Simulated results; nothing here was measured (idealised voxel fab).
Name of the process module below: voxel capacitor over wiring
In the cross-section labelled cut, the width is 290 nm and each square cell is 5 nm.
The cross-sections in this document take the form of a grid made of square cells. They are written out as bands, in order from top to bottom. Each band consists of one or more rows of cells.
Band: top and bottom heights (nm) first, top before bottom; then materials from left to right, widths in nm. "everywhere" marks a sole material filling the band edge to edge. "blank" denotes empty space.
Below 0: as-received wafer, all one material; heights counted from there. Lowest band: no bottom, goes on down, written "0 down".
Top row gets the first number, bottom row gets the second, and each row in between changes by the same step: that is how a band width like "30..40" works.
Reading "all unchanged" for a step: not a cell of the cross-section changed in it.
"Enclosed internal voids" - sealed voids, min. 8 cells, no opening to top; format: width x height at distance (distance from left edge; nm throughout).
Note: text after step settings on the step line = simulator remark on that step.
Regarding "overlay nm": on a step with a mask, it is the distance the mask lay to the right of its planned place; a negative value places it to the left.

### Set out below are the planned steps of the process
1 op RECEIVE | material Si
2 op CONFORMAL_DEP | material SiO2 | thk nm 10
3 op CONFORMAL_DEP | material SiN | thk nm 5
4 op DIRECTIONAL_DEP | material SiO2 | thk nm 25
5 op PATTERN | tone open | mask id METAL_1 | material resist | width nm 20 | pitch nm 75 | thk nm 15 | overlay nm 0
6 op DIRECTIONAL_ETCH | etch materials SiO2 | depth nm 25
7 op DIRECTIONAL_ETCH | etch materials SiN | depth nm 5
8 op STRIP | etch materials resist
9 op CONFORMAL_DEP | material TiN | thk nm 5
10 op FILL_DEP | material Cu | thk nm 5
11 op CMP | height nm 40
12 op CONFORMAL_DEP | material SiCN | thk nm 5
13 op DIRECTIONAL_DEP | material SiO2 | thk nm 15
14 op DIRECTIONAL_DEP | material aC | thk nm 15
15 op PATTERN | tone open | mask id PLUG_1 | material resist | width nm 15 | thk nm 35 | overlay nm 0
16 op DIRECTIONAL_ETCH | etch materials aC | depth nm 15
17 op STRIP | etch materials resist
18 op DIRECTIONAL_ETCH | etch materials SiO2 | depth nm 15
19 op DIRECTIONAL_ETCH | etch materials SiCN | depth nm 5
20 op STRIP | etch materials aC
21 op EPI | material Ru | thk nm 10
22 op EPI | material Ru | thk nm 10
23 op DIRECTIONAL_DEP | material TiN | thk nm 5
24 op DIRECTIONAL_DEP | material Al2O3 | thk nm 5
25 op DIRECTIONAL_DEP | material TiN | thk nm 5
26 op MASKED_ETCH | tone cover | mask id UPPER_PLATE | width nm 60 | etch materials TiN | depth nm 5 | overlay nm 0
27 op MASKED_ETCH | tone cover | mask id UPPER_PLATE | width nm 60 | etch materials Al2O3 | depth nm 5 | overlay nm 0
28 op MASKED_ETCH | tone cover | mask id LOWER_PLATE | width nm 70 | etch materials TiN | depth nm 5 | overlay nm 0
29 op FILL_DEP | material SiO2 | thk nm 15
30 op CMP | height nm 85
31 op PATTERN | tone open | mask id PLUG_2 | material resist | width nm 15 | thk nm 20 | overlay nm 0
32 op DIRECTIONAL_ETCH | etch materials SiO2 | depth nm 10
33 op STRIP | etch materials resist
34 op CONFORMAL_DEP | material TiN | thk nm 5
35 op FILL_DEP | material Ru | thk nm 5
36 op CMP | height nm 85
37 op CONFORMAL_DEP | material SiCN | thk nm 5

### As received (post step 1): cross-section
0 down | Si everywhere
Enclosed internal voids: none

### End-of-module cross-section of the first of two wafers, processed as planned
90 to 85 | SiCN everywhere
85 to 80 | 110 of SiO2 | 5 of TiN | 5 of Ru | 5 of TiN | 165 of SiO2
80 to 70 | 110..100 of SiO2 | 15..60 of TiN | 165..130 of SiO2
70 to 65 | 100 of SiO2 | 60 of Al2O3 | 130 of SiO2
65 to 60 | 95 of SiO2 | 70 of TiN | 125 of SiO2
60 to 45 | 100 of SiO2 | 15 of Ru | 175 of SiO2
45 to 40 | 100 of SiCN | 15 of Ru | 175 of SiCN
40 to 15 | 95 of SiO2 | 5 of TiN | 10 of Cu | 5 of TiN | 55 of SiO2 | 5 of TiN | 10 of Cu | 5 of TiN | 100 of SiO2
15 to 10 | 95 of SiN | 20 of TiN | 55 of SiN | 20 of TiN | 100 of SiN
10 to 0 | SiO2 everywhere
0 down | Si everywhere
Enclosed internal voids: none

### Wafer two (of two), end-of-module cross-section: start = wafer one, plan = wafer one, one run mistake
90 to 85 | SiCN everywhere
85 to 80 | 100 of SiO2 | 25 of TiN | 165 of SiO2
80 to 75 | 100 of SiO2 | 25 of Al2O3 | 165 of SiO2
75 to 70 | 95 of SiO2 | 65 of TiN | 130 of SiO2
70 to 65 | 90 of SiO2 | 35 of Ru | 35 of Al2O3 | 130 of SiO2
65 to 60 | 90 of SiO2 | 35 of Ru | 40 of TiN | 125 of SiO2
60 to 45 | 100 of SiO2 | 15 of Ru | 175 of SiO2
45 to 40 | 100 of SiCN | 15 of Ru | 175 of SiCN
40 to 15 | 95 of SiO2 | 5 of TiN | 10 of Cu | 5 of TiN | 55 of SiO2 | 5 of TiN | 10 of Cu | 5 of TiN | 100 of SiO2
15 to 10 | 95 of SiN | 20 of TiN | 55 of SiN | 20 of TiN | 100 of SiN
10 to 0 | SiO2 everywhere
0 down | Si everywhere
Enclosed internal voids: none
Short version of what went wrong: twice-run step: one of the identical 21 and 22, not identifiable
Heads up, by the end the second wafer has more or fewer cells of some materials compared to the first: +13 Ru | -8 SiO2 | -5 TiN
